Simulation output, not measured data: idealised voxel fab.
The following process module bears the name voxel plated lines.
Each square cell in cross-section cut measures 5 nm, and the section as a whole is 285 nm wide.
Each cross-section below is a grid of square cells, stated as bands in top-down order, with one or more rows of cells making up each band.
This entry defines a band. It first specifies the height of the band's top and the height of its bottom in nm, and then specifies the band's materials from left to right, stating each material with its width in nm. The word "full width" identifies a single material that fills the band from edge to edge, while the word "blank" identifies empty space.
Ref level 0: as-received wafer is one material below here. Bottom band extends down with no lower bound ("top 0, no bottom").
A width given as "30->40" starts at the first number in the band's top row and ends at the second number in its bottom row, shifting by an equal amount at every step from row to row.
You'll sometimes find "all unchanged" written for a step, and that's the way of saying that nowhere in the cross-section did a cell change during that step.
This entry, "Sealed voids", enumerates those empty regions of no fewer than 8 cells that possess no open connection to the top. Each region is reported in the form width x height at distance, the distance being taken from the left edge, with all three quantities expressed in nm.
On a step's line, text after the settings is the simulator commenting on that step.
A step line may carry the setting "overlay nm", which, for steps involving a mask, states the distance by which the mask lay to the right of its intended position; negative values denote displacement to the left.

# Process steps - plan
1 RECEIVE | material Si
2 CONFORMAL_DEP | material Al2O3 | thk nm 5
3 DIRECTIONAL_DEP | material TiN | thk nm 5
4 PATTERN | tone open | mask id LINES | material resist | width nm 25 | pitch nm 55 | thk nm 25 | overlay nm 0
5 EPI | material Ru | thk nm 10
6 EPI | material Ru | thk nm 10
7 STRIP | etch materials resist
8 DIRECTIONAL_ETCH | etch materials TiN | depth nm 5
9 CONFORMAL_DEP | material SiCN | thk nm 10

# Cross-section of the wafer at receipt, which is the condition after step 1
  top 0, no bottom: Si full width
  Sealed voids: none

# Post-module cross-section of the first of two wafers (run per plan)
  top 40, bottom 30: blank: 90, then SiCN: 45, then blank: 10, then SiCN: 45, then blank: 95
  top 30, bottom 15: blank: 90, then SiCN: 10, then Ru: 25, then SiCN: 10, then blank: 10, then SiCN: 10, then Ru: 25, then SiCN: 10, then blank: 95
  top 15, bottom 10: SiCN: 100, then Ru: 25, then SiCN: 30, then Ru: 25, then SiCN: 105
  top 10, bottom 5: SiCN: 100, then TiN: 25, then SiCN: 30, then TiN: 25, then SiCN: 105
  top 5, bottom 0: Al2O3 full width
  top 0, no bottom: Si full width
  Sealed voids: none

# Second wafer through the module, sectioned at the end: same beginning and same plan as the first wafer, with one mistake in carrying it out
  top 40, bottom 30: blank: 90, then SiCN: 45, then blank: 10, then SiCN: 45, then blank: 95
  top 30, bottom 20: SiCN: 100, then Ru: 25, then SiCN: 30, then Ru: 25, then SiCN: 105
  top 20, bottom 10: Ru full width
  top 10, bottom 5: TiN full width
  top 5, bottom 0: Al2O3 full width
  top 0, no bottom: Si full width
  Sealed voids: none
Against the plan, the run slipped here: plan vs actual: 4 and 5 interchanged
The closing comparison, in cells, has the second wafer with more or fewer of some materials than the first: 94 more of Ru; 24 fewer of SiCN; 47 more of TiN
